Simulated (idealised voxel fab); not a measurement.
Documented hereafter: the process module known as voxel ribs on slabs.
This is section cut - it's 155 nm across, gridded in 5 nm square cells.
Just so we're on the same page, the cross-sections are grids of square cells, and they're listed out in bands top to bottom, each band one or more rows deep. The band entry comprises the height of the band's top followed by the height of its bottom, expressed in nm, and subsequently the band's materials from left to right, each stated together with its width in nm. Where a single material is marked with the word "everywhere", that material fills the band from edge to edge. The word "blank" represents empty space. Basically, 0 is our baseline, since under it the wafer straight out of the box is all one material. The bottom band has no lower end and keeps on going down, so it looks like "z 0 and below". A width such as "30->40" changes by the same amount from each row of cells to the next, from the band's top row to its bottom row. A step reported as "identical to before" is a step in which no cell of the cross-section changed. The entry titled "Trapped cavities" provides the empty spaces that have no open way to the top, restricted to those of 8 cells or more. Each is presented as width x height at distance, the distance being measured from the left edge, with all three in nm. Text after the settings on a step's line: the simulator's own remark on that step. A step line may carry the setting "overlay nm", which, for steps involving a mask, states the distance by which the mask lay to the right of its intended position; negative values denote displacement to the left.

-- This section lists the process steps that were planned
1. RECEIVE with material Si
2. DIRECTIONAL_DEP with material SiO2, thk nm 20
3. DIRECTIONAL_DEP with material SiN, thk nm 25
4. PATTERN with tone cover, mask id RIB, material resist, width nm 30, thk nm 20, overlay nm 0
5. DIRECTIONAL_ETCH with etch materials SiN, depth nm 15
6. STRIP with etch materials resist
7. MASKED_ETCH with tone cover, mask id SLAB, width nm 90, etch materials SiN, depth nm 10, overlay nm 0
8. FILL_DEP with material SiO2, thk nm 15
9. CMP with height nm 55
10. DIRECTIONAL_DEP with material W, thk nm 10
11. PATTERN with tone cover, mask id HEATER, material resist, width nm 40, thk nm 20, overlay nm 0
12. DIRECTIONAL_ETCH with etch materials W, depth nm 10
13. STRIP with etch materials resist
14. CONFORMAL_DEP with material SiO2, thk nm 5

-- As-received state of the wafer in cross-section, equivalent to post-step 1
> z 0 and below = Si everywhere
> Trapped cavities: none

-- End-of-module cross-section. Starting structure and process plan as above; one mistake made in running it
> z 70 to 45 = SiO2 everywhere
> z 45 to 30 = SiO2 60 nm, SiN 30 nm, SiO2 65 nm
> z 30 to 20 = SiO2 30 nm, SiN 90 nm, SiO2 35 nm
> z 20 to 0 = SiO2 everywhere
> z 0 and below = Si everywhere
> Trapped cavities: none
Heads up, the wafer didn't run the way we planned it: step 10 deviated from plan and actually ran as DIRECTIONAL_DEP with material SiO2, thk nm 10
